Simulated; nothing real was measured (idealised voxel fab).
This is a process module. Its name is voxel ribs on slabs.
Cross-section cut: width 265 nm, square cells of 5 nm.
Cross-section layout: square cells on a grid; listed as bands, top to bottom; a band spans one or more cell rows. What a band's entry tells you: where the top is and where the bottom is, as heights in nm, and after that what lies inside, material by material from left to right, each with its width in nm. Empty space is written as the word "empty", and a single material marked with the word "full width" occupies the band from edge to edge. Note: height 0 marks the level under which the wafer is uniformly one material as received. Lowest band unbounded below, written "from 0 down". Top row gets the first number, bottom row gets the second, and each row in between changes by the same step: that is how a band width like "30..40" works. It should be understood that the words "no alteration", when stated for a given step, signify that the cross-section underwent no change in any of its cells during that step. "Internal closed voids" - sealed voids, min. 8 cells, no opening to top; format: width x height at distance (distance from left edge; nm throughout). Formally, on a step line, whatever follows the settings is a remark that the simulator itself makes on the step. You can add "overlay nm" to a step's line. For a step with a mask, it describes how far the mask lay to the right of its planned position, and a negative number describes a lay to the left.
[This section lists the process steps that were planned]
1,RECEIVE, material Si
2,DIRECTIONAL_DEP, material SiO2, thk nm 20
3,DIRECTIONAL_DEP, material SiN, thk nm 25
4,DIRECTIONAL_DEP, material aC, thk nm 10
5,PATTERN, tone cover, mask id RIB, material resist, width nm 25, thk nm 25, overlay nm 0
6,DIRECTIONAL_ETCH, etch materials aC, depth nm 10
7,STRIP, etch materials resist
8,DIRECTIONAL_ETCH, etch materials SiN, depth nm 20
9,STRIP, etch materials aC
10,MASKED_ETCH, tone cover, mask id SLAB, width nm 75, etch materials SiN, depth nm 5, overlay nm 0
11,FILL_DEP, material SiO2, thk nm 15
12,CMP, height nm 55
13,DIRECTIONAL_DEP, material TiN, thk nm 5
14,MASKED_ETCH, tone cover, mask id HEATER, width nm 35, etch materials TiN, depth nm 5, overlay nm 0
15,CONFORMAL_DEP, material SiO2, thk nm 5
[As-received state of the wafer in cross-section, equivalent to post-step 1]
> from 0 down | Si full width
> Internal closed voids: none
[Final cross-section, module run with one mistake (start and plan as above)]
> from 65 to 60 | 115 of empty; 40 of SiO2; 110 of empty
> from 60 to 55 | 120 of SiO2; 30 of TiN; 115 of SiO2
> from 55 to 45 | SiO2 full width
> from 45 to 25 | 120 of SiO2; 25 of SiN; 120 of SiO2
> from 25 to 20 | 95 of SiO2; 75 of SiN; 95 of SiO2
> from 20 to 0 | SiO2 full width
> from 0 down | Si full width
> Internal closed voids: none
Error vs. plan: in deviation from the planned setting, step 14 was conducted as MASKED_ETCH, tone cover, mask id HEATER, width nm 30, etch materials TiN, depth nm 5, overlay nm 0
